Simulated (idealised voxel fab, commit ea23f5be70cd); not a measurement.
This is a process module. Its name is voxel released beams.
Shown is cross-section cut, with a width of 260 nm and square cells of size 5 nm.
Throughout this document, each cross-section is represented as a grid of square cells and is presented as a sequence of bands enumerated from the top downward, where a band comprises one or more rows of cells.
This entry defines a band. It first specifies the height of the band's top and the height of its bottom in nm, and then specifies the band's materials from left to right, stating each material with its width in nm. The word "all across" identifies a single material that fills the band from edge to edge, while the word "air" identifies empty space.
Zero point of the height axis is 0; under it, received wafer = one material. Lowest band: continues down indefinitely, "0 nm and below".
The expression "30->40" gives the width at the extremes of the band, the first number at its top row of cells and the second at its bottom row, with the width changing by equal amounts from each row to the next in between.
For the purposes of this document, the phrase "changes: none" attached to a step denotes that no cell within the cross-section was modified by that step.
Entry "Sealed internal cavities". Content: empty spaces with no open connection to the top, size 8 cells or greater. Each: width x height at distance. Distance: from left edge. Unit: nm.
Heads up: the bit after the settings on a step's line is the simulator's remark on that step.
"overlay nm", when on a step's line for a step with a mask, measures how far to the right of its planned place the mask lay; a negative measure means to the left.

-- plan
1 op RECEIVE | material Si
2 op CONFORMAL_DEP | material Al2O3 | thk nm 5
3 op DIRECTIONAL_DEP | material SiO2 | thk nm 10
4 op MASKED_ETCH | tone open | mask id ANCHOR | width nm 45 | etch materials SiO2 | depth nm 10 | overlay nm 0
5 op CONFORMAL_DEP | material polySi | thk nm 15
6 op PATTERN | tone cover | mask id BEAM | material resist | width nm 130 | thk nm 20 | overlay nm 0
7 op DIRECTIONAL_ETCH | etch materials polySi | depth nm 15
8 op STRIP | etch materials resist
9 op STRIP | etch materials SiO2

-- First of two wafers: run as planned

-- As-received wafer cross-section (after step 1)
  0 nm and below | Si all across
  Sealed internal cavities: none

-- Take a look at the wafer's cross-section after step 2
  5 nm to 0 nm | Al2O3 all across
  Rest of section, below 0: as before.

-- Take a look at the wafer's cross-section after step 3
  15 nm to 5 nm | SiO2 all across
  Rest of section, below 5: as before.

-- Take a look at the wafer's cross-section after step 4
  15 nm to 5 nm | SiO2=65, air=45, SiO2=150
  Rest of section, below 5: as before.

-- Take a look at the wafer's cross-section after step 5
  30 nm to 20 nm | polySi=80, air=15, polySi=165
  20 nm to 15 nm | polySi all across
  15 nm to 5 nm | SiO2=65, polySi=45, SiO2=150
  Rest of section, below 5: as before.

-- Take a look at the wafer's cross-section after step 6
  50 nm to 30 nm | air=60, resist=130, air=70
  30 nm to 20 nm | polySi=80, resist=15, polySi=165
  Rest of section, below 20: as before.

-- Take a look at the wafer's cross-section after step 7
  50 nm to 30 nm | air=60, resist=130, air=70
  30 nm to 20 nm | air=60, polySi=20, resist=15, polySi=95, air=70
  20 nm to 15 nm | air=60, polySi=130, air=70
  Rest of section, below 15: as before.

-- Take a look at the wafer's cross-section after step 8
  30 nm to 20 nm | air=60, polySi=20, air=15, polySi=95, air=70
  Rest of section, below 20: as before.

-- Take a look at the wafer's cross-section after step 9
  30 nm to 20 nm | air=60, polySi=20, air=15, polySi=95, air=70
  20 nm to 15 nm | air=60, polySi=130, air=70
  15 nm to 5 nm | air=65, polySi=45, air=150
  Rest of section, below 5: as before.

-- Wafer two of the pair: same origin, same plan, one error during the run; identical to wafer one up to and including step 3

-- Cross-section, second wafer, at the end time the plan gives for step 4
  15 nm to 5 nm | SiO2=70, air=35, SiO2=155
  Rest of section, below 5: as before.

-- Cross-section, second wafer, at the end time the plan gives for step 5
  30 nm to 20 nm | polySi=85, air=5, polySi=170
  20 nm to 15 nm | polySi all across
  15 nm to 5 nm | SiO2=70, polySi=35, SiO2=155
  Rest of section, below 5: as before.

-- Cross-section, second wafer, at the end time the plan gives for step 6
  50 nm to 30 nm | air=60, resist=130, air=70
  30 nm to 20 nm | polySi=85, resist=5, polySi=170
  Rest of section, below 20: as before.

-- Cross-section, second wafer, at the end time the plan gives for step 7
  50 nm to 30 nm | air=60, resist=130, air=70
  30 nm to 20 nm | air=60, polySi=25, resist=5, polySi=100, air=70
  20 nm to 15 nm | air=60, polySi=130, air=70
  Rest of section, below 15: as before.

-- Cross-section, second wafer, at the end time the plan gives for step 8
  30 nm to 20 nm | air=60, polySi=25, air=5, polySi=100, air=70
  Rest of section, below 20: as before.

-- Cross-section, second wafer, at the end time the plan gives for step 9
  30 nm to 20 nm | air=60, polySi=25, air=5, polySi=100, air=70
  20 nm to 15 nm | air=60, polySi=130, air=70
  15 nm to 5 nm | air=70, polySi=35, air=155
  Rest of section, below 5: as before.
The mistake made against the process plan was this: step 4 went in with a setting other than planned; the actual run was op MASKED_ETCH | tone open | mask id ANCHOR | width nm 35 | etch materials SiO2 | depth nm 10 | overlay nm 0
Comparing end states, the material composition by cell count is preserved from the first wafer to the second, while the locations of the cells are not.
